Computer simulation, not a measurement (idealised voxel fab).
process module | voxel released beams
cross-section cut | 155 nm wide | cells 5 nm
A cross-section is a grid of square cells, given in bands from the top down. A band is one or more rows of cells.
Each band's line starts with the height of the band's top and of its bottom, in nm. Then come its materials from left to right, each with its width in nm. One material with "throughout" fills the band from edge to edge. "air" is empty space.
Height 0 is the level under which the wafer as received is all one material. The lowest band goes on downwards, as in "0 down".
A width such as "30 to 40" changes by the same amount from each row of cells to the next, from the band's top row to its bottom row.
"no change" after a step means that no cell of the cross-section changed.
closed voids: empty space of 8 cells or more with no open way to the top, each as width x height at its distance from the left edge, in nm
after a step's settings: what the simulator itself notes on the step
overlay nm, on a step with a mask: how far to the right of its planned place the mask lay; to the left if negative
plan
1 op RECEIVE | material Si
2 op CONFORMAL_DEP | material Al2O3 | thk nm 10
3 op DIRECTIONAL_DEP | material SiO2 | thk nm 10
4 op DIRECTIONAL_DEP | material aC | thk nm 15
5 op PATTERN | tone open | mask id ANCHOR | material resist | width nm 40 | thk nm 35 | overlay nm 0
6 op DIRECTIONAL_ETCH | etch materials aC | depth nm 15
7 op STRIP | etch materials resist
8 op DIRECTIONAL_ETCH | etch materials SiO2 | depth nm 10
9 op STRIP | etch materials aC
10 op CONFORMAL_DEP | material SiN | thk nm 15
11 op MASKED_ETCH | tone cover | mask id BEAM | width nm 90 | etch materials SiN | depth nm 15 | overlay nm 0
12 op STRIP | etch materials SiO2
first wafer, as planned
as received, after step 1
  0 down: Si throughout
  closed voids: none
after step 2
  10 to 0: Al2O3 throughout
  below 0: unchanged
after step 3
  20 to 10: SiO2 throughout
  below 10: unchanged
after step 4
  35 to 20: aC throughout
  below 20: unchanged
after step 5
  70 to 35: resist 35 | air 40 | resist 80
  below 35: unchanged
after step 6
  55 to 35: resist 35 | air 40 | resist 80
  35 to 20: aC 35 | air 40 | aC 80
  below 20: unchanged
after step 7
  35 to 20: aC 35 | air 40 | aC 80
  below 20: unchanged
after step 8
  35 to 20: aC 35 | air 40 | aC 80
  20 to 10: SiO2 35 | air 40 | SiO2 80
  below 10: unchanged
after step 9
  20 to 10: SiO2 35 | air 40 | SiO2 80
  below 10: unchanged
after step 10
  35 to 25: SiN 50 | air 10 | SiN 95
  25 to 20: SiN throughout
  20 to 10: SiO2 35 | SiN 40 | SiO2 80
  below 10: unchanged
after step 11
  35 to 25: air 30 | SiN 20 | air 10 | SiN 60 | air 35
  25 to 20: air 30 | SiN 90 | air 35
  below 20: unchanged
after step 12
  35 to 25: air 30 | SiN 20 | air 10 | SiN 60 | air 35
  25 to 20: air 30 | SiN 90 | air 35
  20 to 10: air 35 | SiN 40 | air 80
  below 10: unchanged
second wafer: like start, like plan, one mistake. Through step 1 it matches the first wafer
when step 2 should have ended: no change
when step 3 should have ended
  10 to 0: SiO2 throughout
  below 0: unchanged
when step 4 should have ended
  25 to 10: aC throughout
  below 10: unchanged
when step 5 should have ended
  60 to 25: resist 35 | air 40 | resist 80
  below 25: unchanged
when step 6 should have ended
  45 to 25: resist 35 | air 40 | resist 80
  25 to 10: aC 35 | air 40 | aC 80
  below 10: unchanged
when step 7 should have ended
  25 to 10: aC 35 | air 40 | aC 80
  below 10: unchanged
when step 8 should have ended
  25 to 10: aC 35 | air 40 | aC 80
  10 to 0: SiO2 35 | air 40 | SiO2 80
  below 0: unchanged
when step 9 should have ended
  10 to 0: SiO2 35 | air 40 | SiO2 80
  below 0: unchanged
when step 10 should have ended
  25 to 15: SiN 50 | air 10 | SiN 95
  15 to 10: SiN throughout
  10 to 0: SiO2 35 | SiN 40 | SiO2 80
  below 0: unchanged
when step 11 should have ended
  25 to 15: air 30 | SiN 20 | air 10 | SiN 60 | air 35
  15 to 10: air 30 | SiN 90 | air 35
  below 10: unchanged
when step 12 should have ended
  25 to 15: air 30 | SiN 20 | air 10 | SiN 60 | air 35
  15 to 10: air 30 | SiN 90 | air 35
  10 to 0: air 35 | SiN 40 | air 80
  below 0: unchanged
what went wrong: step 2 was left out
at the end the second wafer has, in cells: 62 fewer of Al2O3
